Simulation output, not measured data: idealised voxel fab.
process module | voxel transistor to metal
cross-section cut | 185 nm wide | cells 5 nm
A cross-section is a grid of square cells, given in bands from the top down. A band is one or more rows of cells.
Each band's line starts with the height of the band's top and of its bottom, in nm. Then come its materials from left to right, each with its width in nm. One material with "throughout" fills the band from edge to edge. "air" is empty space.
Height 0 is the level under which the wafer as received is all one material. The lowest band goes on downwards, as in "0 down".
A width such as "30 to 40" changes by the same amount from each row of cells to the next, from the band's top row to its bottom row.
"no change" after a step means that no cell of the cross-section changed.
closed voids: empty space of 8 cells or more with no open way to the top, each as width x height at its distance from the left edge, in nm
after a step's settings: what the simulator itself notes on the step
overlay nm, on a step with a mask: how far to the right of its planned place the mask lay; to the left if negative
plan
1 op RECEIVE | material Si
2 op CONFORMAL_DEP | material SiO2 | thk nm 5
3 op CONFORMAL_DEP | material SiN | thk nm 10
4 op PATTERN | tone cover | mask id ACTIVE | material resist | width nm 115 | thk nm 15 | overlay nm 0
5 op DIRECTIONAL_ETCH | etch materials SiN | depth nm 10
6 op DIRECTIONAL_ETCH | etch materials SiO2 | depth nm 5
7 op DIRECTIONAL_ETCH | etch materials Si | depth nm 20
8 op STRIP | etch materials resist
9 op FILL_DEP | material SiO2 | thk nm 15
10 op CMP | height nm 15
11 op SELECTIVE_ETCH | etch materials SiO2 | depth nm 10
12 op STRIP | etch materials SiN
13 op SELECTIVE_ETCH | etch materials SiO2 | depth nm 5
14 op OXIDIZE | depth nm 5
15 op DIRECTIONAL_DEP | material polySi | thk nm 30
16 op DIRECTIONAL_DEP | material SiCN | thk nm 15
17 op MASKED_ETCH | tone cover | mask id GATE | width nm 25 | etch materials SiCN | depth nm 25 | overlay nm 0
18 op MASKED_ETCH | tone cover | mask id GATE | width nm 25 | etch materials polySi | depth nm 40 | overlay nm 0
19 op CONFORMAL_DEP | material SiO2 | thk nm 5
20 op DIRECTIONAL_ETCH | etch materials SiO2 | depth nm 5
21 op CONFORMAL_DEP | material SiN | thk nm 10
22 op DIRECTIONAL_ETCH | etch materials SiN | depth nm 10
23 op DIRECTIONAL_ETCH | etch materials SiO2 | depth nm 5
24 op DIRECTIONAL_ETCH | etch materials Si | depth nm 15
25 op EPI | material pSi | thk nm 15
26 op FILL_DEP | material SiO2 | thk nm 5
27 op CMP | height nm 30
28 op STRIP | etch materials polySi
29 op SELECTIVE_ETCH | etch materials SiO2 | depth nm 5
30 op CONFORMAL_DEP | material HfO2 | thk nm 5
31 op CONFORMAL_DEP | material TiN | thk nm 5
32 op FILL_DEP | material W | thk nm 5
33 op CMP | height nm 25
34 op DIRECTIONAL_DEP | material SiO2 | thk nm 10
35 op MASKED_ETCH | tone open | mask id CONTACT | width nm 15 | pitch nm 80 | etch materials SiO2 | depth nm 40 | overlay nm 0
36 op CONFORMAL_DEP | material TiN | thk nm 5
37 op FILL_DEP | material Ru | thk nm 10
38 op CMP | height nm 35
39 op CONFORMAL_DEP | material SiCN | thk nm 5
40 op DIRECTIONAL_DEP | material SiO2 | thk nm 15
41 op PATTERN | tone open | mask id METAL_1 | material resist | width nm 15 | pitch nm 80 | thk nm 20 | overlay nm 0
42 op DIRECTIONAL_ETCH | etch materials SiO2 | depth nm 15
43 op DIRECTIONAL_ETCH | etch materials SiCN | depth nm 5
44 op STRIP | etch materials resist
45 op CONFORMAL_DEP | material TiN | thk nm 5
46 op FILL_DEP | material Cu | thk nm 5
47 op CMP | height nm 55
48 op CONFORMAL_DEP | material SiN | thk nm 5
first wafer, as planned
as received, after step 1
  0 down: Si throughout
  closed voids: none
after step 2
  5 to 0: SiO2 throughout
  below 0: unchanged
after step 3
  15 to 5: SiN throughout
  below 5: unchanged
after step 4
  30 to 15: air 35 | resist 115 | air 35
  below 15: unchanged
after step 5
  30 to 15: air 35 | resist 115 | air 35
  15 to 5: air 35 | SiN 115 | air 35
  below 5: unchanged
after step 6
  30 to 15: air 35 | resist 115 | air 35
  15 to 5: air 35 | SiN 115 | air 35
  5 to 0: air 35 | SiO2 115 | air 35
  below 0: unchanged
after step 7
  30 to 15: air 35 | resist 115 | air 35
  15 to 5: air 35 | SiN 115 | air 35
  5 to 0: air 35 | SiO2 115 | air 35
  0 to -20: air 35 | Si 115 | air 35
  below -20: unchanged
after step 8
  15 to 5: air 35 | SiN 115 | air 35
  below 5: unchanged
after step 9
  30 to 15: SiO2 throughout
  15 to 5: SiO2 35 | SiN 115 | SiO2 35
  5 to 0: SiO2 throughout
  0 to -20: SiO2 35 | Si 115 | SiO2 35
  below -20: unchanged
after step 10
  15 to 5: SiO2 35 | SiN 115 | SiO2 35
  below 5: unchanged
after step 11
  15 to 5: air 35 | SiN 115 | air 35
  below 5: unchanged
after step 12
  5 to 0: SiO2 throughout
  below 0: unchanged
after step 13
  0 to -20: SiO2 35 | Si 115 | SiO2 35
  below -20: unchanged
after step 14
  0 to -5: SiO2 throughout
  below -5: unchanged
after step 15
  30 to 0: polySi throughout
  below 0: unchanged
after step 16
  45 to 30: SiCN throughout
  below 30: unchanged
after step 17
  45 to 30: air 80 | SiCN 25 | air 80
  below 30: unchanged
after step 18
  45 to 30: air 80 | SiCN 25 | air 80
  30 to 0: air 80 | polySi 25 | air 80
  below 0: unchanged
after step 19
  50 to 45: air 75 | SiO2 35 | air 75
  45 to 30: air 75 | SiO2 5 | SiCN 25 | SiO2 5 | air 75
  30 to 5: air 75 | SiO2 5 | polySi 25 | SiO2 5 | air 75
  5 to 0: SiO2 80 | polySi 25 | SiO2 80
  below 0: unchanged
after step 20
  45 to 30: air 75 | SiO2 5 | SiCN 25 | SiO2 5 | air 75
  30 to 0: air 75 | SiO2 5 | polySi 25 | SiO2 5 | air 75
  below 0: unchanged
after step 21
  55 to 45: air 65 | SiN 55 | air 65
  45 to 30: air 65 | SiN 10 | SiO2 5 | SiCN 25 | SiO2 5 | SiN 10 | air 65
  30 to 10: air 65 | SiN 10 | SiO2 5 | polySi 25 | SiO2 5 | SiN 10 | air 65
  10 to 0: SiN 75 | SiO2 5 | polySi 25 | SiO2 5 | SiN 75
  below 0: unchanged
after step 22
  45 to 30: air 65 | SiN 10 | SiO2 5 | SiCN 25 | SiO2 5 | SiN 10 | air 65
  30 to 0: air 65 | SiN 10 | SiO2 5 | polySi 25 | SiO2 5 | SiN 10 | air 65
  below 0: unchanged
after step 23
  45 to 40: air 65 | SiN 10 | air 5 | SiCN 25 | air 5 | SiN 10 | air 65
  40 to 30: air 65 | SiN 10 | SiO2 5 | SiCN 25 | SiO2 5 | SiN 10 | air 65
  30 to 0: air 65 | SiN 10 | SiO2 5 | polySi 25 | SiO2 5 | SiN 10 | air 65
  0 to -5: air 65 | SiO2 55 | air 65
  below -5: unchanged
after step 24
  45 to 40: air 65 | SiN 10 | air 5 | SiCN 25 | air 5 | SiN 10 | air 65
  40 to 30: air 65 | SiN 10 | SiO2 5 | SiCN 25 | SiO2 5 | SiN 10 | air 65
  30 to 0: air 65 | SiN 10 | SiO2 5 | polySi 25 | SiO2 5 | SiN 10 | air 65
  0 to -5: air 65 | SiO2 55 | air 65
  -5 to -20: SiO2 35 | air 30 | Si 55 | air 30 | SiO2 35
  below -20: unchanged
after step 25
  45 to 40: air 65 | SiN 10 | air 5 | SiCN 25 | air 5 | SiN 10 | air 65
  40 to 30: air 65 | SiN 10 | SiO2 5 | SiCN 25 | SiO2 5 | SiN 10 | air 65
  30 to 10: air 65 | SiN 10 | SiO2 5 | polySi 25 | SiO2 5 | SiN 10 | air 65
  10 to 0: air 50 | pSi 15 | SiN 10 | SiO2 5 | polySi 25 | SiO2 5 | SiN 10 | pSi 15 | air 50
  0 to -5: air 50 | pSi 15 | SiO2 55 | pSi 15 | air 50
  -5 to -20: SiO2 35 | pSi 30 | Si 55 | pSi 30 | SiO2 35
  below -20: unchanged
after step 26
  50 to 45: SiO2 throughout
  45 to 30: SiO2 65 | SiN 10 | SiO2 5 | SiCN 25 | SiO2 5 | SiN 10 | SiO2 65
  30 to 10: SiO2 65 | SiN 10 | SiO2 5 | polySi 25 | SiO2 5 | SiN 10 | SiO2 65
  10 to 0: SiO2 50 | pSi 15 | SiN 10 | SiO2 5 | polySi 25 | SiO2 5 | SiN 10 | pSi 15 | SiO2 50
  0 to -5: SiO2 50 | pSi 15 | SiO2 55 | pSi 15 | SiO2 50
  below -5: unchanged
after step 27
  30 to 10: SiO2 65 | SiN 10 | SiO2 5 | polySi 25 | SiO2 5 | SiN 10 | SiO2 65
  below 10: unchanged
after step 28
  30 to 10: SiO2 65 | SiN 10 | SiO2 5 | air 25 | SiO2 5 | SiN 10 | SiO2 65
  10 to 0: SiO2 50 | pSi 15 | SiN 10 | SiO2 5 | air 25 | SiO2 5 | SiN 10 | pSi 15 | SiO2 50
  below 0: unchanged
after step 29
  30 to 25: air 65 | SiN 10 | air 35 | SiN 10 | air 65
  25 to 10: SiO2 65 | SiN 10 | air 35 | SiN 10 | SiO2 65
  10 to 0: SiO2 50 | pSi 15 | SiN 10 | air 35 | SiN 10 | pSi 15 | SiO2 50
  0 to -5: SiO2 50 | pSi 15 | SiO2 10 | air 35 | SiO2 10 | pSi 15 | SiO2 50
  below -5: unchanged
after step 30
  35 to 30: air 60 | HfO2 20 | air 25 | HfO2 20 | air 60
  30 to 25: HfO2 65 | SiN 10 | HfO2 5 | air 25 | HfO2 5 | SiN 10 | HfO2 65
  25 to 10: SiO2 65 | SiN 10 | HfO2 5 | air 25 | HfO2 5 | SiN 10 | SiO2 65
  10 to 0: SiO2 50 | pSi 15 | SiN 10 | HfO2 5 | air 25 | HfO2 5 | SiN 10 | pSi 15 | SiO2 50
  0 to -5: SiO2 50 | pSi 15 | SiO2 10 | HfO2 35 | SiO2 10 | pSi 15 | SiO2 50
  below -5: unchanged
after step 31
  40 to 35: air 55 | TiN 30 | air 15 | TiN 30 | air 55
  35 to 30: TiN 60 | HfO2 20 | TiN 5 | air 15 | TiN 5 | HfO2 20 | TiN 60
  30 to 25: HfO2 65 | SiN 10 | HfO2 5 | TiN 5 | air 15 | TiN 5 | HfO2 5 | SiN 10 | HfO2 65
  25 to 10: SiO2 65 | SiN 10 | HfO2 5 | TiN 5 | air 15 | TiN 5 | HfO2 5 | SiN 10 | SiO2 65
  10 to 5: SiO2 50 | pSi 15 | SiN 10 | HfO2 5 | TiN 5 | air 15 | TiN 5 | HfO2 5 | SiN 10 | pSi 15 | SiO2 50
  5 to 0: SiO2 50 | pSi 15 | SiN 10 | HfO2 5 | TiN 25 | HfO2 5 | SiN 10 | pSi 15 | SiO2 50
  below 0: unchanged
after step 32
  45 to 40: W throughout
  40 to 35: W 55 | TiN 30 | W 15 | TiN 30 | W 55
  35 to 30: TiN 60 | HfO2 20 | TiN 5 | W 15 | TiN 5 | HfO2 20 | TiN 60
  30 to 25: HfO2 65 | SiN 10 | HfO2 5 | TiN 5 | W 15 | TiN 5 | HfO2 5 | SiN 10 | HfO2 65
  25 to 10: SiO2 65 | SiN 10 | HfO2 5 | TiN 5 | W 15 | TiN 5 | HfO2 5 | SiN 10 | SiO2 65
  10 to 5: SiO2 50 | pSi 15 | SiN 10 | HfO2 5 | TiN 5 | W 15 | TiN 5 | HfO2 5 | SiN 10 | pSi 15 | SiO2 50
  below 5: unchanged
after step 33
  25 to 10: SiO2 65 | SiN 10 | HfO2 5 | TiN 5 | W 15 | TiN 5 | HfO2 5 | SiN 10 | SiO2 65
  below 10: unchanged
after step 34
  35 to 25: SiO2 throughout
  below 25: unchanged
after step 35
  35 to 25: SiO2 45 | air 15 | SiO2 65 | air 15 | SiO2 45
  25 to 10: SiO2 45 | air 15 | SiO2 5 | SiN 10 | HfO2 5 | TiN 5 | W 15 | TiN 5 | HfO2 5 | SiN 10 | SiO2 5 | air 15 | SiO2 45
  10 to 5: SiO2 45 | air 5 | pSi 15 | SiN 10 | HfO2 5 | TiN 5 | W 15 | TiN 5 | HfO2 5 | SiN 10 | pSi 15 | air 5 | SiO2 45
  5 to 0: SiO2 45 | air 5 | pSi 15 | SiN 10 | HfO2 5 | TiN 25 | HfO2 5 | SiN 10 | pSi 15 | air 5 | SiO2 45
  0 to -5: SiO2 45 | air 5 | pSi 15 | SiO2 10 | HfO2 35 | SiO2 10 | pSi 15 | air 5 | SiO2 45
  below -5: unchanged
after step 36
  40 to 35: TiN 50 | air 5 | TiN 75 | air 5 | TiN 50
  35 to 25: SiO2 45 | TiN 5 | air 5 | TiN 5 | SiO2 65 | TiN 5 | air 5 | TiN 5 | SiO2 45
  25 to 15: SiO2 45 | TiN 5 | air 5 | TiN 5 | SiO2 5 | SiN 10 | HfO2 5 | TiN 5 | W 15 | TiN 5 | HfO2 5 | SiN 10 | SiO2 5 | TiN 5 | air 5 | TiN 5 | SiO2 45
  15 to 10: SiO2 45 | TiN 15 | SiO2 5 | SiN 10 | HfO2 5 | TiN 5 | W 15 | TiN 5 | HfO2 5 | SiN 10 | SiO2 5 | TiN 15 | SiO2 45
  10 to 5: SiO2 45 | TiN 5 | pSi 15 | SiN 10 | HfO2 5 | TiN 5 | W 15 | TiN 5 | HfO2 5 | SiN 10 | pSi 15 | TiN 5 | SiO2 45
  5 to 0: SiO2 45 | TiN 5 | pSi 15 | SiN 10 | HfO2 5 | TiN 25 | HfO2 5 | SiN 10 | pSi 15 | TiN 5 | SiO2 45
  0 to -5: SiO2 45 | TiN 5 | pSi 15 | SiO2 10 | HfO2 35 | SiO2 10 | pSi 15 | TiN 5 | SiO2 45
  below -5: unchanged
after step 37
  50 to 40: Ru throughout
  40 to 35: TiN 50 | Ru 5 | TiN 75 | Ru 5 | TiN 50
  35 to 25: SiO2 45 | TiN 5 | Ru 5 | TiN 5 | SiO2 65 | TiN 5 | Ru 5 | TiN 5 | SiO2 45
  25 to 15: SiO2 45 | TiN 5 | Ru 5 | TiN 5 | SiO2 5 | SiN 10 | HfO2 5 | TiN 5 | W 15 | TiN 5 | HfO2 5 | SiN 10 | SiO2 5 | TiN 5 | Ru 5 | TiN 5 | SiO2 45
  below 15: unchanged
after step 38
  35 to 25: SiO2 45 | TiN 5 | Ru 5 | TiN 5 | SiO2 65 | TiN 5 | Ru 5 | TiN 5 | SiO2 45
  below 25: unchanged
after step 39
  40 to 35: SiCN throughout
  below 35: unchanged
after step 40
  55 to 40: SiO2 throughout
  below 40: unchanged
after step 41
  75 to 55: resist 45 | air 15 | resist 65 | air 15 | resist 45
  below 55: unchanged
after step 42
  75 to 55: resist 45 | air 15 | resist 65 | air 15 | resist 45
  55 to 40: SiO2 45 | air 15 | SiO2 65 | air 15 | SiO2 45
  below 40: unchanged
after step 43
  75 to 55: resist 45 | air 15 | resist 65 | air 15 | resist 45
  55 to 40: SiO2 45 | air 15 | SiO2 65 | air 15 | SiO2 45
  40 to 35: SiCN 45 | air 15 | SiCN 65 | air 15 | SiCN 45
  below 35: unchanged
after step 44
  55 to 40: SiO2 45 | air 15 | SiO2 65 | air 15 | SiO2 45
  below 40: unchanged
after step 45
  60 to 55: TiN 50 | air 5 | TiN 75 | air 5 | TiN 50
  55 to 40: SiO2 45 | TiN 5 | air 5 | TiN 5 | SiO2 65 | TiN 5 | air 5 | TiN 5 | SiO2 45
  40 to 35: SiCN 45 | TiN 15 | SiCN 65 | TiN 15 | SiCN 45
  below 35: unchanged
after step 46
  65 to 60: Cu throughout
  60 to 55: TiN 50 | Cu 5 | TiN 75 | Cu 5 | TiN 50
  55 to 40: SiO2 45 | TiN 5 | Cu 5 | TiN 5 | SiO2 65 | TiN 5 | Cu 5 | TiN 5 | SiO2 45
  below 40: unchanged
after step 47
  55 to 40: SiO2 45 | TiN 5 | Cu 5 | TiN 5 | SiO2 65 | TiN 5 | Cu 5 | TiN 5 | SiO2 45
  below 40: unchanged
after step 48
  60 to 55: SiN throughout
  below 55: unchanged
second wafer: like start, like plan, one mistake. Through step 13 it matches the first wafer
when step 14 should have ended
  0 to -15: SiO2 throughout
  below -15: unchanged
when step 15 should have ended
  30 to 0: polySi throughout
  below 0: unchanged
when step 16 should have ended
  45 to 30: SiCN throughout
  below 30: unchanged
when step 17 should have ended
  45 to 30: air 80 | SiCN 25 | air 80
  below 30: unchanged
when step 18 should have ended
  45 to 30: air 80 | SiCN 25 | air 80
  30 to 0: air 80 | polySi 25 | air 80
  below 0: unchanged
when step 19 should have ended
  50 to 45: air 75 | SiO2 35 | air 75
  45 to 30: air 75 | SiO2 5 | SiCN 25 | SiO2 5 | air 75
  30 to 5: air 75 | SiO2 5 | polySi 25 | SiO2 5 | air 75
  5 to 0: SiO2 80 | polySi 25 | SiO2 80
  below 0: unchanged
when step 20 should have ended
  45 to 30: air 75 | SiO2 5 | SiCN 25 | SiO2 5 | air 75
  30 to 0: air 75 | SiO2 5 | polySi 25 | SiO2 5 | air 75
  below 0: unchanged
when step 21 should have ended
  55 to 45: air 65 | SiN 55 | air 65
  45 to 30: air 65 | SiN 10 | SiO2 5 | SiCN 25 | SiO2 5 | SiN 10 | air 65
  30 to 10: air 65 | SiN 10 | SiO2 5 | polySi 25 | SiO2 5 | SiN 10 | air 65
  10 to 0: SiN 75 | SiO2 5 | polySi 25 | SiO2 5 | SiN 75
  below 0: unchanged
when step 22 should have ended
  45 to 30: air 65 | SiN 10 | SiO2 5 | SiCN 25 | SiO2 5 | SiN 10 | air 65
  30 to 0: air 65 | SiN 10 | SiO2 5 | polySi 25 | SiO2 5 | SiN 10 | air 65
  below 0: unchanged
when step 23 should have ended
  45 to 40: air 65 | SiN 10 | air 5 | SiCN 25 | air 5 | SiN 10 | air 65
  40 to 30: air 65 | SiN 10 | SiO2 5 | SiCN 25 | SiO2 5 | SiN 10 | air 65
  30 to 0: air 65 | SiN 10 | SiO2 5 | polySi 25 | SiO2 5 | SiN 10 | air 65
  0 to -5: air 65 | SiO2 55 | air 65
  below -5: unchanged
when step 24 should have ended: no change
when step 25 should have ended: no change
when step 26 should have ended
  50 to 45: SiO2 throughout
  45 to 30: SiO2 65 | SiN 10 | SiO2 5 | SiCN 25 | SiO2 5 | SiN 10 | SiO2 65
  30 to 0: SiO2 65 | SiN 10 | SiO2 5 | polySi 25 | SiO2 5 | SiN 10 | SiO2 65
  0 to -15: SiO2 throughout
  below -15: unchanged
when step 27 should have ended
  30 to 0: SiO2 65 | SiN 10 | SiO2 5 | polySi 25 | SiO2 5 | SiN 10 | SiO2 65
  below 0: unchanged
when step 28 should have ended
  30 to 0: SiO2 65 | SiN 10 | SiO2 5 | air 25 | SiO2 5 | SiN 10 | SiO2 65
  below 0: unchanged
when step 29 should have ended
  30 to 25: air 65 | SiN 10 | air 35 | SiN 10 | air 65
  25 to 0: SiO2 65 | SiN 10 | air 35 | SiN 10 | SiO2 65
  0 to -5: SiO2 75 | air 35 | SiO2 75
  below -5: unchanged
when step 30 should have ended
  35 to 30: air 60 | HfO2 20 | air 25 | HfO2 20 | air 60
  30 to 25: HfO2 65 | SiN 10 | HfO2 5 | air 25 | HfO2 5 | SiN 10 | HfO2 65
  25 to 0: SiO2 65 | SiN 10 | HfO2 5 | air 25 | HfO2 5 | SiN 10 | SiO2 65
  0 to -5: SiO2 75 | HfO2 35 | SiO2 75
  below -5: unchanged
when step 31 should have ended
  40 to 35: air 55 | TiN 30 | air 15 | TiN 30 | air 55
  35 to 30: TiN 60 | HfO2 20 | TiN 5 | air 15 | TiN 5 | HfO2 20 | TiN 60
  30 to 25: HfO2 65 | SiN 10 | HfO2 5 | TiN 5 | air 15 | TiN 5 | HfO2 5 | SiN 10 | HfO2 65
  25 to 5: SiO2 65 | SiN 10 | HfO2 5 | TiN 5 | air 15 | TiN 5 | HfO2 5 | SiN 10 | SiO2 65
  5 to 0: SiO2 65 | SiN 10 | HfO2 5 | TiN 25 | HfO2 5 | SiN 10 | SiO2 65
  below 0: unchanged
when step 32 should have ended
  45 to 40: W throughout
  40 to 35: W 55 | TiN 30 | W 15 | TiN 30 | W 55
  35 to 30: TiN 60 | HfO2 20 | TiN 5 | W 15 | TiN 5 | HfO2 20 | TiN 60
  30 to 25: HfO2 65 | SiN 10 | HfO2 5 | TiN 5 | W 15 | TiN 5 | HfO2 5 | SiN 10 | HfO2 65
  25 to 5: SiO2 65 | SiN 10 | HfO2 5 | TiN 5 | W 15 | TiN 5 | HfO2 5 | SiN 10 | SiO2 65
  below 5: unchanged
when step 33 should have ended
  25 to 5: SiO2 65 | SiN 10 | HfO2 5 | TiN 5 | W 15 | TiN 5 | HfO2 5 | SiN 10 | SiO2 65
  below 5: unchanged
when step 34 should have ended
  35 to 25: SiO2 throughout
  below 25: unchanged
when step 35 should have ended
  35 to 25: SiO2 45 | air 15 | SiO2 65 | air 15 | SiO2 45
  25 to 5: SiO2 45 | air 15 | SiO2 5 | SiN 10 | HfO2 5 | TiN 5 | W 15 | TiN 5 | HfO2 5 | SiN 10 | SiO2 5 | air 15 | SiO2 45
  5 to 0: SiO2 45 | air 15 | SiO2 5 | SiN 10 | HfO2 5 | TiN 25 | HfO2 5 | SiN 10 | SiO2 5 | air 15 | SiO2 45
  0 to -5: SiO2 45 | air 15 | SiO2 15 | HfO2 35 | SiO2 15 | air 15 | SiO2 45
  below -5: unchanged
when step 36 should have ended
  40 to 35: TiN 50 | air 5 | TiN 75 | air 5 | TiN 50
  35 to 25: SiO2 45 | TiN 5 | air 5 | TiN 5 | SiO2 65 | TiN 5 | air 5 | TiN 5 | SiO2 45
  25 to 5: SiO2 45 | TiN 5 | air 5 | TiN 5 | SiO2 5 | SiN 10 | HfO2 5 | TiN 5 | W 15 | TiN 5 | HfO2 5 | SiN 10 | SiO2 5 | TiN 5 | air 5 | TiN 5 | SiO2 45
  5 to 0: SiO2 45 | TiN 5 | air 5 | TiN 5 | SiO2 5 | SiN 10 | HfO2 5 | TiN 25 | HfO2 5 | SiN 10 | SiO2 5 | TiN 5 | air 5 | TiN 5 | SiO2 45
  0 to -5: SiO2 45 | TiN 15 | SiO2 15 | HfO2 35 | SiO2 15 | TiN 15 | SiO2 45
  below -5: unchanged
when step 37 should have ended
  50 to 40: Ru throughout
  40 to 35: TiN 50 | Ru 5 | TiN 75 | Ru 5 | TiN 50
  35 to 25: SiO2 45 | TiN 5 | Ru 5 | TiN 5 | SiO2 65 | TiN 5 | Ru 5 | TiN 5 | SiO2 45
  25 to 5: SiO2 45 | TiN 5 | Ru 5 | TiN 5 | SiO2 5 | SiN 10 | HfO2 5 | TiN 5 | W 15 | TiN 5 | HfO2 5 | SiN 10 | SiO2 5 | TiN 5 | Ru 5 | TiN 5 | SiO2 45
  5 to 0: SiO2 45 | TiN 5 | Ru 5 | TiN 5 | SiO2 5 | SiN 10 | HfO2 5 | TiN 25 | HfO2 5 | SiN 10 | SiO2 5 | TiN 5 | Ru 5 | TiN 5 | SiO2 45
  below 0: unchanged
when step 38 should have ended
  35 to 25: SiO2 45 | TiN 5 | Ru 5 | TiN 5 | SiO2 65 | TiN 5 | Ru 5 | TiN 5 | SiO2 45
  below 25: unchanged
when step 39 should have ended
  40 to 35: SiCN throughout
  below 35: unchanged
when step 40 should have ended
  55 to 40: SiO2 throughout
  below 40: unchanged
when step 41 should have ended
  75 to 55: resist 45 | air 15 | resist 65 | air 15 | resist 45
  below 55: unchanged
when step 42 should have ended
  75 to 55: resist 45 | air 15 | resist 65 | air 15 | resist 45
  55 to 40: SiO2 45 | air 15 | SiO2 65 | air 15 | SiO2 45
  below 40: unchanged
when step 43 should have ended
  75 to 55: resist 45 | air 15 | resist 65 | air 15 | resist 45
  55 to 40: SiO2 45 | air 15 | SiO2 65 | air 15 | SiO2 45
  40 to 35: SiCN 45 | air 15 | SiCN 65 | air 15 | SiCN 45
  below 35: unchanged
when step 44 should have ended
  55 to 40: SiO2 45 | air 15 | SiO2 65 | air 15 | SiO2 45
  below 40: unchanged
when step 45 should have ended
  60 to 55: TiN 50 | air 5 | TiN 75 | air 5 | TiN 50
  55 to 40: SiO2 45 | TiN 5 | air 5 | TiN 5 | SiO2 65 | TiN 5 | air 5 | TiN 5 | SiO2 45
  40 to 35: SiCN 45 | TiN 15 | SiCN 65 | TiN 15 | SiCN 45
  below 35: unchanged
when step 46 should have ended
  65 to 60: Cu throughout
  60 to 55: TiN 50 | Cu 5 | TiN 75 | Cu 5 | TiN 50
  55 to 40: SiO2 45 | TiN 5 | Cu 5 | TiN 5 | SiO2 65 | TiN 5 | Cu 5 | TiN 5 | SiO2 45
  below 40: unchanged
when step 47 should have ended
  55 to 40: SiO2 45 | TiN 5 | Cu 5 | TiN 5 | SiO2 65 | TiN 5 | Cu 5 | TiN 5 | SiO2 45
  below 40: unchanged
when step 48 should have ended
  60 to 55: SiN throughout
  below 55: unchanged
what went wrong: step 14 ran as: op OXIDIZE | depth nm 15
at the end the second wafer has, in cells: 6 more of Ru | 10 fewer of Si | 52 more of SiO2 | 6 more of TiN | 54 fewer of pSi
